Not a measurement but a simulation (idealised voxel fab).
Process module, titled voxel spacer lines
250 nm wide, 5 nm square cells: that's cross-section cut.
In what follows, cross-sections appear as grids of square cells, described through bands that run from the top down, where every band is one or more rows of cells.
Each band's line starts with the height of the band's top and of its bottom, in nm. Then come its materials from left to right, each with its width in nm. One material with "everywhere" fills the band from edge to edge. "empty" is empty space.
Height 0 is the level under which the wafer as received is all one material. The lowest band goes on downwards, as in "0 nm and below".
When a width is written as two numbers, as in "30->40", the first number is the width in the top row of cells of the band and the second is the width in its bottom row, and the width changes by the same amount from each row to the next.
Where the words "left unchanged" appear for a step, the cross-section shows no cell changed by that step; every cell remained as before.
Reported under the label "Fully sealed cavities" are the empty spaces having no open way to the top and comprising 8 cells or more; the notation for each is width x height at distance, in which the distance is measured from the left edge and all three values are in nm.
Post-settings text on a step line: simulator's own remark regarding the step.
The setting "overlay nm" may be written on the line of a step. When the step uses a mask, the value reports how far to the right of the planned place the mask lay, and a negative value reports that it lay to the left.
Process steps - plan:
1 RECEIVE (material Si)
2 CONFORMAL_DEP (material SiO2; thk nm 10)
3 DIRECTIONAL_DEP (material TiN; thk nm 15)
4 DIRECTIONAL_DEP (material aC; thk nm 30)
5 PATTERN (tone cover; mask id MANDREL; material resist; width nm 25; pitch nm 80; thk nm 35; overlay nm 0)
6 DIRECTIONAL_ETCH (etch materials aC; depth nm 30)
7 STRIP (etch materials resist)
8 CONFORMAL_DEP (material SiN; thk nm 15)
9 DIRECTIONAL_ETCH (etch materials SiN; depth nm 15)
10 STRIP (etch materials aC)
11 DIRECTIONAL_ETCH (etch materials TiN; depth nm 15)
12 STRIP (etch materials SiN)
On the first of the two wafers: run conducted according to plan:
As-received wafer cross-section (after step 1):
    0 nm and below  Si everywhere
    Fully sealed cavities: none
State of the wafer after step 2, shown in cross-section:
    10 nm to 0 nm  SiO2 everywhere
    Rest of section, below 0: as before.
State of the wafer after step 3, shown in cross-section:
    25 nm to 10 nm  TiN everywhere
    Rest of section, below 10: as before.
State of the wafer after step 4, shown in cross-section:
    55 nm to 25 nm  aC everywhere
    Rest of section, below 25: as before.
State of the wafer after step 5, shown in cross-section:
    90 nm to 55 nm  empty: 70, resist: 25, empty: 55, resist: 25, empty: 75
    Rest of section, below 55: as before.
State of the wafer after step 6, shown in cross-section:
    60 nm to 55 nm  empty: 70, resist: 25, empty: 55, resist: 25, empty: 75
    55 nm to 25 nm  empty: 70, aC: 25, empty: 55, aC: 25, empty: 75
    Rest of section, below 25: as before.
State of the wafer after step 7, shown in cross-section:
    55 nm to 25 nm  empty: 70, aC: 25, empty: 55, aC: 25, empty: 75
    Rest of section, below 25: as before.
State of the wafer after step 8, shown in cross-section:
    70 nm to 55 nm  empty: 55, SiN: 55, empty: 25, SiN: 55, empty: 60
    55 nm to 40 nm  empty: 55, SiN: 15, aC: 25, SiN: 15, empty: 25, SiN: 15, aC: 25, SiN: 15, empty: 60
    40 nm to 25 nm  SiN: 70, aC: 25, SiN: 55, aC: 25, SiN: 75
    Rest of section, below 25: as before.
State of the wafer after step 9, shown in cross-section:
    55 nm to 25 nm  empty: 55, SiN: 15, aC: 25, SiN: 15, empty: 25, SiN: 15, aC: 25, SiN: 15, empty: 60
    Rest of section, below 25: as before.
State of the wafer after step 10, shown in cross-section:
    55 nm to 25 nm  empty: 55, SiN: 15, empty: 25, SiN: 15, empty: 25, SiN: 15, empty: 25, SiN: 15, empty: 60
    Rest of section, below 25: as before.
State of the wafer after step 11, shown in cross-section:
    55 nm to 25 nm  empty: 55, SiN: 15, empty: 25, SiN: 15, empty: 25, SiN: 15, empty: 25, SiN: 15, empty: 60
    25 nm to 10 nm  empty: 55, TiN: 15, empty: 25, TiN: 15, empty: 25, TiN: 15, empty: 25, TiN: 15, empty: 60
    Rest of section, below 10: as before.
State of the wafer after step 12, shown in cross-section:
    25 nm to 10 nm  empty: 55, TiN: 15, empty: 25, TiN: 15, empty: 25, TiN: 15, empty: 25, TiN: 15, empty: 60
    Rest of section, below 10: as before.
Wafer two: like wafer one in start and plan, but with one mistake in execution; identical up to and including step 4:
Second wafer, section view, time point: scheduled end of step 5:
    90 nm to 55 nm  resist: 70, empty: 25, resist: 55, empty: 25, resist: 75
    Rest of section, below 55: as before.
Second wafer, section view, time point: scheduled end of step 6:
    60 nm to 55 nm  resist: 70, empty: 25, resist: 55, empty: 25, resist: 75
    55 nm to 25 nm  aC: 70, empty: 25, aC: 55, empty: 25, aC: 75
    Rest of section, below 25: as before.
Second wafer, section view, time point: scheduled end of step 7:
    55 nm to 25 nm  aC: 70, empty: 25, aC: 55, empty: 25, aC: 75
    Rest of section, below 25: as before.
Second wafer, section view, time point: scheduled end of step 8:
    70 nm to 55 nm  SiN everywhere
    55 nm to 25 nm  aC: 70, SiN: 25, aC: 55, SiN: 25, aC: 75
    Rest of section, below 25: as before.
Second wafer, section view, time point: scheduled end of step 9:
    55 nm to 25 nm  aC: 70, SiN: 25, aC: 55, SiN: 25, aC: 75
    Rest of section, below 25: as before.
Second wafer, section view, time point: scheduled end of step 10:
    55 nm to 25 nm  empty: 70, SiN: 25, empty: 55, SiN: 25, empty: 75
    Rest of section, below 25: as before.
Second wafer, section view, time point: scheduled end of step 11:
    55 nm to 25 nm  empty: 70, SiN: 25, empty: 55, SiN: 25, empty: 75
    25 nm to 10 nm  empty: 70, TiN: 25, empty: 55, TiN: 25, empty: 75
    Rest of section, below 10: as before.
Second wafer, section view, time point: scheduled end of step 12:
    25 nm to 10 nm  empty: 70, TiN: 25, empty: 55, TiN: 25, empty: 75
    Rest of section, below 10: as before.
Plan not followed: step 5: run off-plan, actual operation and settings PATTERN (tone open; mask id MANDREL; material resist; width nm 25; pitch nm 80; thk nm 35; overlay nm 0)
Per the end-of-run cell counts, the second wafer holds more or fewer of some materials than the first: -6 TiN
